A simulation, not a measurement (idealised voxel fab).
process module | voxel spacer lines
cross-section cut | 190 nm wide | cells 5 nm
A cross-section is a grid of square cells, given in bands from the top down. A band is one or more rows of cells.
Each band's line starts with the height of the band's top and of its bottom, in nm. Then come its materials from left to right, each with its width in nm. One material with "throughout" fills the band from edge to edge. "air" is empty space.
Height 0 is the level under which the wafer as received is all one material. The lowest band goes on downwards, as in "0 down".
A width such as "30 to 40" changes by the same amount from each row of cells to the next, from the band's top row to its bottom row.
"no change" after a step means that no cell of the cross-section changed.
closed voids: empty space of 8 cells or more with no open way to the top, each as width x height at its distance from the left edge, in nm
after a step's settings: what the simulator itself notes on the step
overlay nm, on a step with a mask: how far to the right of its planned place the mask lay; to the left if negative
plan
1 op RECEIVE | material Si
2 op CONFORMAL_DEP | material Al2O3 | thk nm 10
3 op DIRECTIONAL_DEP | material polySi | thk nm 10
4 op DIRECTIONAL_DEP | material aC | thk nm 20
5 op PATTERN | tone cover | mask id MANDREL | material resist | width nm 20 | pitch nm 70 | thk nm 25 | overlay nm 0
6 op DIRECTIONAL_ETCH | etch materials aC | depth nm 20
7 op STRIP | etch materials resist
8 op CONFORMAL_DEP | material SiO2 | thk nm 15
9 op DIRECTIONAL_ETCH | etch materials SiO2 | depth nm 15
10 op STRIP | etch materials aC
11 op DIRECTIONAL_ETCH | etch materials polySi | depth nm 5
12 op STRIP | etch materials SiO2
13 op FILL_DEP | material lowk | thk nm 10
14 op CMP | height nm 20
varied across the wafers: depth nm of step 11. The plan shows the first wafer's value. All wafers start alike
first wafer as received, after step 1
  0 down: Si throughout
  closed voids: none
each wafer at the end: cells of each material gained (+) or lost (-) since it was received, then its closed voids
depth nm 5 | +76 Al2O3 | +20 lowk | +56 polySi | closed voids: none
depth nm 10 | +76 Al2O3 | +40 lowk | +36 polySi | closed voids: none
depth nm 15 | +76 Al2O3 | +40 lowk | +36 polySi | closed voids: none
depth nm 20 | +76 Al2O3 | +40 lowk | +36 polySi | closed voids: none
depth nm 25 | +76 Al2O3 | +40 lowk | +36 polySi | closed voids: none
